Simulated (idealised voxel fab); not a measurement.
Name of the process module below: voxel wiring stack
The cross-section on display is named cut; it measures 265 nm wide, and its cells are 5 nm squares.
Heads up, the way a cross-section reads in here is a grid of square cells, handed over as bands from the top down, with every band being one or more rows of cells.
The band entry comprises the height of the band's top followed by the height of its bottom, expressed in nm, and subsequently the band's materials from left to right, each stated together with its width in nm. Where a single material is marked with the word "everywhere", that material fills the band from edge to edge. The word "empty" represents empty space.
Note: height 0 marks the level under which the wafer is uniformly one material as received. Lowest band unbounded below, written "top 0, no bottom".
Top row gets the first number, bottom row gets the second, and each row in between changes by the same step: that is how a band width like "30->40" works.
What does "everything unchanged" mean for a step? It means no cell of the cross-section changed in that step.
Any empty space of 8 cells or more lacking an open way to the top shows up in "Catalogued sealed voids" as width x height at distance, distance from the left edge, in nm.
If you see something after the settings on a step's line, that's the simulator's own remark about that step.
If you see "overlay nm" on a step's line and that step has a mask, it's telling you how far right of where it was planned the mask ended up; a negative number means it went left instead.
-- The following list gives the planned process steps
1. RECEIVE | material Si
2. CONFORMAL_DEP | material SiO2 | thk nm 15
3. CONFORMAL_DEP | material SiN | thk nm 5
4. DIRECTIONAL_DEP | material SiO2 | thk nm 15
5. PATTERN | tone open | mask id METAL_1 | material resist | width nm 20 | pitch nm 40 | thk nm 20 | overlay nm 0
6. DIRECTIONAL_ETCH | etch materials SiO2 | depth nm 15
7. DIRECTIONAL_ETCH | etch materials SiN | depth nm 5
8. STRIP | etch materials resist
9. CONFORMAL_DEP | material TiN | thk nm 5
10. FILL_DEP | material Ru | thk nm 10
11. CMP | height nm 35
12. EPI | material Ru | thk nm 5
13. FILL_DEP | material SiCN | thk nm 5
14. DIRECTIONAL_DEP | material SiO2 | thk nm 20
15. PATTERN | tone open | mask id PLUG_1 | material resist | width nm 15 | pitch nm 40 | thk nm 20 | overlay nm 0
16. DIRECTIONAL_ETCH | etch materials SiO2 | depth nm 20
17. DIRECTIONAL_ETCH | etch materials SiCN | depth nm 5
18. STRIP | etch materials resist
19. CONFORMAL_DEP | material TiN | thk nm 5
20. FILL_DEP | material W | thk nm 10
21. CMP | height nm 65
22. DIRECTIONAL_DEP | material TiN | thk nm 5
23. DIRECTIONAL_DEP | material W | thk nm 20
24. MASKED_ETCH | tone cover | mask id METAL_2 | width nm 20 | pitch nm 40 | etch materials W | depth nm 20 | overlay nm 0
25. MASKED_ETCH | tone cover | mask id METAL_2 | width nm 20 | pitch nm 40 | etch materials TiN | depth nm 5 | overlay nm 0
26. CONFORMAL_DEP | material SiN | thk nm 5
27. FILL_DEP | material SiO2 | thk nm 5
28. CMP | height nm 90
29. CONFORMAL_DEP | material SiCN | thk nm 5
30. DIRECTIONAL_DEP | material SiO2 | thk nm 30
31. PATTERN | tone open | mask id METAL_3 | material resist | width nm 20 | pitch nm 40 | thk nm 15 | overlay nm 0
32. DIRECTIONAL_ETCH | etch materials SiO2 | depth nm 15
33. STRIP | etch materials resist
34. PATTERN | tone open | mask id METAL_3_HOLES | material resist | width nm 15 | pitch nm 40 | thk nm 15 | overlay nm 0
35. DIRECTIONAL_ETCH | etch materials SiO2 | depth nm 15
36. DIRECTIONAL_ETCH | etch materials SiCN | depth nm 5
37. STRIP | etch materials resist
38. CONFORMAL_DEP | material TiN | thk nm 5
39. FILL_DEP | material Cu | thk nm 5
40. CMP | height nm 125
41. CONFORMAL_DEP | material SiN | thk nm 5
-- The first of two wafers, run as planned
-- Step 1 complete: cross-section of the wafer as received
> top 0, no bottom  Si everywhere
> Catalogued sealed voids: none
-- Wafer section view after processing step 2
> top 15, bottom 0  SiO2 everywhere
> Everything under 0 stays put, no change at all.
-- Wafer section view after processing step 3
> top 20, bottom 15  SiN everywhere
> Everything under 15 stays put, no change at all.
-- Wafer section view after processing step 4
> top 35, bottom 20  SiO2 everywhere
> Everything under 20 stays put, no change at all.
-- Wafer section view after processing step 5
> top 55, bottom 35  resist: 100, then empty: 20, then resist: 20, then empty: 20, then resist: 105
> Everything under 35 stays put, no change at all.
-- Wafer section view after processing step 6
> top 55, bottom 35  resist: 100, then empty: 20, then resist: 20, then empty: 20, then resist: 105
> top 35, bottom 20  SiO2: 100, then empty: 20, then SiO2: 20, then empty: 20, then SiO2: 105
> Everything under 20 stays put, no change at all.
-- Wafer section view after processing step 7
> top 55, bottom 35  resist: 100, then empty: 20, then resist: 20, then empty: 20, then resist: 105
> top 35, bottom 20  SiO2: 100, then empty: 20, then SiO2: 20, then empty: 20, then SiO2: 105
> top 20, bottom 15  SiN: 100, then empty: 20, then SiN: 20, then empty: 20, then SiN: 105
> Everything under 15 stays put, no change at all.
-- Wafer section view after processing step 8
> top 35, bottom 20  SiO2: 100, then empty: 20, then SiO2: 20, then empty: 20, then SiO2: 105
> Everything under 20 stays put, no change at all.
-- Wafer section view after processing step 9
> top 40, bottom 35  TiN: 105, then empty: 10, then TiN: 30, then empty: 10, then TiN: 110
> top 35, bottom 20  SiO2: 100, then TiN: 5, then empty: 10, then TiN: 5, then SiO2: 20, then TiN: 5, then empty: 10, then TiN: 5, then SiO2: 105
> top 20, bottom 15  SiN: 100, then TiN: 20, then SiN: 20, then TiN: 20, then SiN: 105
> Everything under 15 stays put, no change at all.
-- Wafer section view after processing step 10
> top 50, bottom 40  Ru everywhere
> top 40, bottom 35  TiN: 105, then Ru: 10, then TiN: 30, then Ru: 10, then TiN: 110
> top 35, bottom 20  SiO2: 100, then TiN: 5, then Ru: 10, then TiN: 5, then SiO2: 20, then TiN: 5, then Ru: 10, then TiN: 5, then SiO2: 105
> Everything under 20 stays put, no change at all.
-- Wafer section view after processing step 11
> top 35, bottom 20  SiO2: 100, then TiN: 5, then Ru: 10, then TiN: 5, then SiO2: 20, then TiN: 5, then Ru: 10, then TiN: 5, then SiO2: 105
> Everything under 20 stays put, no change at all.
-- Wafer section view after processing step 12
> top 40, bottom 35  empty: 95, then Ru: 30, then empty: 10, then Ru: 30, then empty: 100
> Everything under 35 stays put, no change at all.
-- Wafer section view after processing step 13
> top 45, bottom 40  SiCN everywhere
> top 40, bottom 35  SiCN: 95, then Ru: 30, then SiCN: 10, then Ru: 30, then SiCN: 100
> Everything under 35 stays put, no change at all.
-- Wafer section view after processing step 14
> top 65, bottom 45  SiO2 everywhere
> Everything under 45 stays put, no change at all.
-- Wafer section view after processing step 15
> top 85, bottom 65  resist: 100, then empty: 15, then resist: 25, then empty: 15, then resist: 110
> Everything under 65 stays put, no change at all.
-- Wafer section view after processing step 16
> top 85, bottom 65  resist: 100, then empty: 15, then resist: 25, then empty: 15, then resist: 110
> top 65, bottom 45  SiO2: 100, then empty: 15, then SiO2: 25, then empty: 15, then SiO2: 110
> Everything under 45 stays put, no change at all.
-- Wafer section view after processing step 17
> top 85, bottom 65  resist: 100, then empty: 15, then resist: 25, then empty: 15, then resist: 110
> top 65, bottom 45  SiO2: 100, then empty: 15, then SiO2: 25, then empty: 15, then SiO2: 110
> top 45, bottom 40  SiCN: 100, then empty: 15, then SiCN: 25, then empty: 15, then SiCN: 110
> Everything under 40 stays put, no change at all.
-- Wafer section view after processing step 18
> top 65, bottom 45  SiO2: 100, then empty: 15, then SiO2: 25, then empty: 15, then SiO2: 110
> Everything under 45 stays put, no change at all.
-- Wafer section view after processing step 19
> top 70, bottom 65  TiN: 105, then empty: 5, then TiN: 35, then empty: 5, then TiN: 115
> top 65, bottom 45  SiO2: 100, then TiN: 5, then empty: 5, then TiN: 5, then SiO2: 25, then TiN: 5, then empty: 5, then TiN: 5, then SiO2: 110
> top 45, bottom 40  SiCN: 100, then TiN: 15, then SiCN: 25, then TiN: 15, then SiCN: 110
> Everything under 40 stays put, no change at all.
-- Wafer section view after processing step 20
> top 80, bottom 70  W everywhere
> top 70, bottom 65  TiN: 105, then W: 5, then TiN: 35, then W: 5, then TiN: 115
> top 65, bottom 45  SiO2: 100, then TiN: 5, then W: 5, then TiN: 5, then SiO2: 25, then TiN: 5, then W: 5, then TiN: 5, then SiO2: 110
> Everything under 45 stays put, no change at all.
-- Wafer section view after processing step 21
> top 65, bottom 45  SiO2: 100, then TiN: 5, then W: 5, then TiN: 5, then SiO2: 25, then TiN: 5, then W: 5, then TiN: 5, then SiO2: 110
> Everything under 45 stays put, no change at all.
-- Wafer section view after processing step 22
> top 70, bottom 65  TiN everywhere
> Everything under 65 stays put, no change at all.
-- Wafer section view after processing step 23
> top 90, bottom 70  W everywhere
> Everything under 70 stays put, no change at all.
-- Wafer section view after processing step 24
> top 90, bottom 70  empty: 100, then W: 20, then empty: 20, then W: 20, then empty: 105
> Everything under 70 stays put, no change at all.
-- Wafer section view after processing step 25
> top 90, bottom 70  empty: 100, then W: 20, then empty: 20, then W: 20, then empty: 105
> top 70, bottom 65  empty: 100, then TiN: 20, then empty: 20, then TiN: 20, then empty: 105
> Everything under 65 stays put, no change at all.
-- Wafer section view after processing step 26
> top 95, bottom 90  empty: 95, then SiN: 30, then empty: 10, then SiN: 30, then empty: 100
> top 90, bottom 70  empty: 95, then SiN: 5, then W: 20, then SiN: 5, then empty: 10, then SiN: 5, then W: 20, then SiN: 5, then empty: 100
> top 70, bottom 65  SiN: 100, then TiN: 20, then SiN: 20, then TiN: 20, then SiN: 105
> Everything under 65 stays put, no change at all.
-- Wafer section view after processing step 27
> top 100, bottom 95  SiO2 everywhere
> top 95, bottom 90  SiO2: 95, then SiN: 30, then SiO2: 10, then SiN: 30, then SiO2: 100
> top 90, bottom 70  SiO2: 95, then SiN: 5, then W: 20, then SiN: 5, then SiO2: 10, then SiN: 5, then W: 20, then SiN: 5, then SiO2: 100
> Everything under 70 stays put, no change at all.
-- Wafer section view after processing step 28
> top 90, bottom 70  SiO2: 95, then SiN: 5, then W: 20, then SiN: 5, then SiO2: 10, then SiN: 5, then W: 20, then SiN: 5, then SiO2: 100
> Everything under 70 stays put, no change at all.
-- Wafer section view after processing step 29
> top 95, bottom 90  SiCN everywhere
> Everything under 90 stays put, no change at all.
-- Wafer section view after processing step 30
> top 125, bottom 95  SiO2 everywhere
> Everything under 95 stays put, no change at all.
-- Wafer section view after processing step 31
> top 140, bottom 125  resist: 100, then empty: 20, then resist: 20, then empty: 20, then resist: 105
> Everything under 125 stays put, no change at all.
-- Wafer section view after processing step 32
> top 140, bottom 125  resist: 100, then empty: 20, then resist: 20, then empty: 20, then resist: 105
> top 125, bottom 110  SiO2: 100, then empty: 20, then SiO2: 20, then empty: 20, then SiO2: 105
> Everything under 110 stays put, no change at all.
-- Wafer section view after processing step 33
> top 125, bottom 110  SiO2: 100, then empty: 20, then SiO2: 20, then empty: 20, then SiO2: 105
> Everything under 110 stays put, no change at all.
-- Wafer section view after processing step 34
> top 140, bottom 125  resist: 100, then empty: 15, then resist: 25, then empty: 15, then resist: 110
> top 125, bottom 110  SiO2: 100, then empty: 15, then resist: 5, then SiO2: 20, then empty: 15, then resist: 5, then SiO2: 105
> Everything under 110 stays put, no change at all.
-- Wafer section view after processing step 35
> top 140, bottom 125  resist: 100, then empty: 15, then resist: 25, then empty: 15, then resist: 110
> top 125, bottom 110  SiO2: 100, then empty: 15, then resist: 5, then SiO2: 20, then empty: 15, then resist: 5, then SiO2: 105
> top 110, bottom 95  SiO2: 100, then empty: 15, then SiO2: 25, then empty: 15, then SiO2: 110
> Everything under 95 stays put, no change at all.
-- Wafer section view after processing step 36
> top 140, bottom 125  resist: 100, then empty: 15, then resist: 25, then empty: 15, then resist: 110
> top 125, bottom 110  SiO2: 100, then empty: 15, then resist: 5, then SiO2: 20, then empty: 15, then resist: 5, then SiO2: 105
> top 110, bottom 95  SiO2: 100, then empty: 15, then SiO2: 25, then empty: 15, then SiO2: 110
> top 95, bottom 90  SiCN: 100, then empty: 15, then SiCN: 25, then empty: 15, then SiCN: 110
> Everything under 90 stays put, no change at all.
-- Wafer section view after processing step 37
> top 125, bottom 110  SiO2: 100, then empty: 20, then SiO2: 20, then empty: 20, then SiO2: 105
> Everything under 110 stays put, no change at all.
-- Wafer section view after processing step 38
> top 130, bottom 125  TiN: 105, then empty: 10, then TiN: 30, then empty: 10, then TiN: 110
> top 125, bottom 115  SiO2: 100, then TiN: 5, then empty: 10, then TiN: 5, then SiO2: 20, then TiN: 5, then empty: 10, then TiN: 5, then SiO2: 105
> top 115, bottom 110  SiO2: 100, then TiN: 5, then empty: 5, then TiN: 10, then SiO2: 20, then TiN: 5, then empty: 5, then TiN: 10, then SiO2: 105
> top 110, bottom 95  SiO2: 100, then TiN: 5, then empty: 5, then TiN: 5, then SiO2: 25, then TiN: 5, then empty: 5, then TiN: 5, then SiO2: 110
> top 95, bottom 90  SiCN: 100, then TiN: 15, then SiCN: 25, then TiN: 15, then SiCN: 110
> Everything under 90 stays put, no change at all.
-- Wafer section view after processing step 39
> top 135, bottom 130  Cu everywhere
> top 130, bottom 125  TiN: 105, then Cu: 10, then TiN: 30, then Cu: 10, then TiN: 110
> top 125, bottom 115  SiO2: 100, then TiN: 5, then Cu: 10, then TiN: 5, then SiO2: 20, then TiN: 5, then Cu: 10, then TiN: 5, then SiO2: 105
> top 115, bottom 110  SiO2: 100, then TiN: 5, then Cu: 5, then TiN: 10, then SiO2: 20, then TiN: 5, then Cu: 5, then TiN: 10, then SiO2: 105
> top 110, bottom 95  SiO2: 100, then TiN: 5, then Cu: 5, then TiN: 5, then SiO2: 25, then TiN: 5, then Cu: 5, then TiN: 5, then SiO2: 110
> Everything under 95 stays put, no change at all.
-- Wafer section view after processing step 40
> top 125, bottom 115  SiO2: 100, then TiN: 5, then Cu: 10, then TiN: 5, then SiO2: 20, then TiN: 5, then Cu: 10, then TiN: 5, then SiO2: 105
> Everything under 115 stays put, no change at all.
-- Wafer section view after processing step 41
> top 130, bottom 125  SiN everywhere
> Everything under 125 stays put, no change at all.
-- Companion wafer, the second of two: same beginning, same intended sequence, one mistake in carrying it out; through step 14 inclusive it tracks the first exactly
-- What the second wafer looks like in cross-section when step 15 should have wrapped up
> top 85, bottom 65  resist: 95, then empty: 25, then resist: 15, then empty: 25, then resist: 105
> Everything under 65 stays put, no change at all.
-- What the second wafer looks like in cross-section when step 16 should have wrapped up
> top 85, bottom 65  resist: 95, then empty: 25, then resist: 15, then empty: 25, then resist: 105
> top 65, bottom 45  SiO2: 95, then empty: 25, then SiO2: 15, then empty: 25, then SiO2: 105
> Everything under 45 stays put, no change at all.
-- What the second wafer looks like in cross-section when step 17 should have wrapped up
> top 85, bottom 65  resist: 95, then empty: 25, then resist: 15, then empty: 25, then resist: 105
> top 65, bottom 45  SiO2: 95, then empty: 25, then SiO2: 15, then empty: 25, then SiO2: 105
> top 45, bottom 40  SiCN: 95, then empty: 25, then SiCN: 15, then empty: 25, then SiCN: 105
> Everything under 40 stays put, no change at all.
-- What the second wafer looks like in cross-section when step 18 should have wrapped up
> top 65, bottom 45  SiO2: 95, then empty: 25, then SiO2: 15, then empty: 25, then SiO2: 105
> Everything under 45 stays put, no change at all.
-- What the second wafer looks like in cross-section when step 19 should have wrapped up
> top 70, bottom 65  TiN: 100, then empty: 15, then TiN: 25, then empty: 15, then TiN: 110
> top 65, bottom 45  SiO2: 95, then TiN: 5, then empty: 15, then TiN: 5, then SiO2: 15, then TiN: 5, then empty: 15, then TiN: 5, then SiO2: 105
> top 45, bottom 40  SiCN: 95, then TiN: 25, then SiCN: 15, then TiN: 25, then SiCN: 105
> Everything under 40 stays put, no change at all.
-- What the second wafer looks like in cross-section when step 20 should have wrapped up
> top 80, bottom 70  W everywhere
> top 70, bottom 65  TiN: 100, then W: 15, then TiN: 25, then W: 15, then TiN: 110
> top 65, bottom 45  SiO2: 95, then TiN: 5, then W: 15, then TiN: 5, then SiO2: 15, then TiN: 5, then W: 15, then TiN: 5, then SiO2: 105
> Everything under 45 stays put, no change at all.
-- What the second wafer looks like in cross-section when step 21 should have wrapped up
> top 65, bottom 45  SiO2: 95, then TiN: 5, then W: 15, then TiN: 5, then SiO2: 15, then TiN: 5, then W: 15, then TiN: 5, then SiO2: 105
> Everything under 45 stays put, no change at all.
-- What the second wafer looks like in cross-section when step 22 should have wrapped up
> top 70, bottom 65  TiN everywhere
> Everything under 65 stays put, no change at all.
-- What the second wafer looks like in cross-section when step 23 should have wrapped up
> top 90, bottom 70  W everywhere
> Everything under 70 stays put, no change at all.
-- What the second wafer looks like in cross-section when step 24 should have wrapped up
> top 90, bottom 70  empty: 100, then W: 20, then empty: 20, then W: 20, then empty: 105
> Everything under 70 stays put, no change at all.
-- What the second wafer looks like in cross-section when step 25 should have wrapped up
> top 90, bottom 70  empty: 100, then W: 20, then empty: 20, then W: 20, then empty: 105
> top 70, bottom 65  empty: 100, then TiN: 20, then empty: 20, then TiN: 20, then empty: 105
> Everything under 65 stays put, no change at all.
-- What the second wafer looks like in cross-section when step 26 should have wrapped up
> top 95, bottom 90  empty: 95, then SiN: 30, then empty: 10, then SiN: 30, then empty: 100
> top 90, bottom 70  empty: 95, then SiN: 5, then W: 20, then SiN: 5, then empty: 10, then SiN: 5, then W: 20, then SiN: 5, then empty: 100
> top 70, bottom 65  SiN: 100, then TiN: 20, then SiN: 20, then TiN: 20, then SiN: 105
> Everything under 65 stays put, no change at all.
-- What the second wafer looks like in cross-section when step 27 should have wrapped up
> top 100, bottom 95  SiO2 everywhere
> top 95, bottom 90  SiO2: 95, then SiN: 30, then SiO2: 10, then SiN: 30, then SiO2: 100
> top 90, bottom 70  SiO2: 95, then SiN: 5, then W: 20, then SiN: 5, then SiO2: 10, then SiN: 5, then W: 20, then SiN: 5, then SiO2: 100
> Everything under 70 stays put, no change at all.
-- What the second wafer looks like in cross-section when step 28 should have wrapped up
> top 90, bottom 70  SiO2: 95, then SiN: 5, then W: 20, then SiN: 5, then SiO2: 10, then SiN: 5, then W: 20, then SiN: 5, then SiO2: 100
> Everything under 70 stays put, no change at all.
-- What the second wafer looks like in cross-section when step 29 should have wrapped up
> top 95, bottom 90  SiCN everywhere
> Everything under 90 stays put, no change at all.
-- What the second wafer looks like in cross-section when step 30 should have wrapped up
> top 125, bottom 95  SiO2 everywhere
> Everything under 95 stays put, no change at all.
-- What the second wafer looks like in cross-section when step 31 should have wrapped up
> top 140, bottom 125  resist: 100, then empty: 20, then resist: 20, then empty: 20, then resist: 105
> Everything under 125 stays put, no change at all.
-- What the second wafer looks like in cross-section when step 32 should have wrapped up
> top 140, bottom 125  resist: 100, then empty: 20, then resist: 20, then empty: 20, then resist: 105
> top 125, bottom 110  SiO2: 100, then empty: 20, then SiO2: 20, then empty: 20, then SiO2: 105
> Everything under 110 stays put, no change at all.
-- What the second wafer looks like in cross-section when step 33 should have wrapped up
> top 125, bottom 110  SiO2: 100, then empty: 20, then SiO2: 20, then empty: 20, then SiO2: 105
> Everything under 110 stays put, no change at all.
-- What the second wafer looks like in cross-section when step 34 should have wrapped up
> top 140, bottom 125  resist: 100, then empty: 15, then resist: 25, then empty: 15, then resist: 110
> top 125, bottom 110  SiO2: 100, then empty: 15, then resist: 5, then SiO2: 20, then empty: 15, then resist: 5, then SiO2: 105
> Everything under 110 stays put, no change at all.
-- What the second wafer looks like in cross-section when step 35 should have wrapped up
> top 140, bottom 125  resist: 100, then empty: 15, then resist: 25, then empty: 15, then resist: 110
> top 125, bottom 110  SiO2: 100, then empty: 15, then resist: 5, then SiO2: 20, then empty: 15, then resist: 5, then SiO2: 105
> top 110, bottom 95  SiO2: 100, then empty: 15, then SiO2: 25, then empty: 15, then SiO2: 110
> Everything under 95 stays put, no change at all.
-- What the second wafer looks like in cross-section when step 36 should have wrapped up
> top 140, bottom 125  resist: 100, then empty: 15, then resist: 25, then empty: 15, then resist: 110
> top 125, bottom 110  SiO2: 100, then empty: 15, then resist: 5, then SiO2: 20, then empty: 15, then resist: 5, then SiO2: 105
> top 110, bottom 95  SiO2: 100, then empty: 15, then SiO2: 25, then empty: 15, then SiO2: 110
> top 95, bottom 90  SiCN: 100, then empty: 15, then SiCN: 25, then empty: 15, then SiCN: 110
> Everything under 90 stays put, no change at all.
-- What the second wafer looks like in cross-section when step 37 should have wrapped up
> top 125, bottom 110  SiO2: 100, then empty: 20, then SiO2: 20, then empty: 20, then SiO2: 105
> Everything under 110 stays put, no change at all.
-- What the second wafer looks like in cross-section when step 38 should have wrapped up
> top 130, bottom 125  TiN: 105, then empty: 10, then TiN: 30, then empty: 10, then TiN: 110
> top 125, bottom 115  SiO2: 100, then TiN: 5, then empty: 10, then TiN: 5, then SiO2: 20, then TiN: 5, then empty: 10, then TiN: 5, then SiO2: 105
> top 115, bottom 110  SiO2: 100, then TiN: 5, then empty: 5, then TiN: 10, then SiO2: 20, then TiN: 5, then empty: 5, then TiN: 10, then SiO2: 105
> top 110, bottom 95  SiO2: 100, then TiN: 5, then empty: 5, then TiN: 5, then SiO2: 25, then TiN: 5, then empty: 5, then TiN: 5, then SiO2: 110
> top 95, bottom 90  SiCN: 100, then TiN: 15, then SiCN: 25, then TiN: 15, then SiCN: 110
> Everything under 90 stays put, no change at all.
-- What the second wafer looks like in cross-section when step 39 should have wrapped up
> top 135, bottom 130  Cu everywhere
> top 130, bottom 125  TiN: 105, then Cu: 10, then TiN: 30, then Cu: 10, then TiN: 110
> top 125, bottom 115  SiO2: 100, then TiN: 5, then Cu: 10, then TiN: 5, then SiO2: 20, then TiN: 5, then Cu: 10, then TiN: 5, then SiO2: 105
> top 115, bottom 110  SiO2: 100, then TiN: 5, then Cu: 5, then TiN: 10, then SiO2: 20, then TiN: 5, then Cu: 5, then TiN: 10, then SiO2: 105
> top 110, bottom 95  SiO2: 100, then TiN: 5, then Cu: 5, then TiN: 5, then SiO2: 25, then TiN: 5, then Cu: 5, then TiN: 5, then SiO2: 110
> Everything under 95 stays put, no change at all.
-- What the second wafer looks like in cross-section when step 40 should have wrapped up
> top 125, bottom 115  SiO2: 100, then TiN: 5, then Cu: 10, then TiN: 5, then SiO2: 20, then TiN: 5, then Cu: 10, then TiN: 5, then SiO2: 105
> Everything under 115 stays put, no change at all.
-- What the second wafer looks like in cross-section when step 41 should have wrapped up
> top 130, bottom 125  SiN everywhere
> Everything under 125 stays put, no change at all.
Plan not followed: step 15 ran with different settings than intended, the actual operation and settings being PATTERN | tone open | mask id PLUG_1 | material resist | width nm 25 | pitch nm 40 | thk nm 20 | overlay nm 0
End check, counted in cells, second wafer has more or fewer of these materials than the first: -4 SiCN, -16 SiO2, +4 TiN, +16 W
